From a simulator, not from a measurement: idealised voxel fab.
You're looking at the process module voxel tone inversion.
215 nm wide, 5 nm square cells: that's cross-section cut.
Notation: cross-section as square-cell grid; stated in bands, top first, going down; one or more cell rows per band. What a band's entry tells you: where the top is and where the bottom is, as heights in nm, and after that what lies inside, material by material from left to right, each with its width in nm. Empty space is written as the word "air", and a single material marked with the word "edge to edge" occupies the band from edge to edge. Below 0: as-received wafer, all one material; heights counted from there. Lowest band: no bottom, goes on down, written "top 0, no bottom". Quick explanation for "30->40": the width changes in equal steps down the rows of cells, from the first number in the band's top row to the second number in its bottom row. "remained unchanged", as given for a step, is the statement that not any cell of the cross-section underwent a change during that step. What "Enclosed internal voids" gives you is every empty space of 8 cells or more that is cut off from the top. Each appears as width x height at distance, with the distance taken from the left edge and width, height and distance all in nm. That trailing text on a step's line, after the settings, is the simulator's own remark on the step. overlay nm: for a step with a mask, the amount by which the mask lay right of where it was planned; a negative amount means left of it.
## Planned process steps
- 1: RECEIVE with material Si
- 2: CONFORMAL_DEP with material SiN, thk nm 5
- 3: DIRECTIONAL_DEP with material aC, thk nm 15
- 4: PATTERN with tone cover, mask id POSTS, material resist, width nm 15, pitch nm 50, thk nm 20, overlay nm 0
- 5: DIRECTIONAL_ETCH with etch materials aC, depth nm 15
- 6: STRIP with etch materials resist
- 7: FILL_DEP with material lowk, thk nm 5
- 8: CMP with height nm 20
- 9: STRIP with etch materials aC
What sets these wafers apart? The width nm at step 4. They all start alike, and the plan carries the first wafer's value.
## Here's the first of the wafers in cross-section, just as we got it, i.e. after step 1
- top 0, no bottom: Si edge to edge
- Enclosed internal voids: none
## Per wafer (row), end of module: delta in cells per material since receipt, (+) for gained, (-) for lost; closed voids after that
width nm 15, +43 SiN, +93 lowk, Enclosed internal voids: none
width nm 20, +43 SiN, +81 lowk, Enclosed internal voids: none
width nm 25, +43 SiN, +69 lowk, Enclosed internal voids: none
width nm 30, +43 SiN, +57 lowk, Enclosed internal voids: none
width nm 35, +43 SiN, +45 lowk, Enclosed internal voids: none
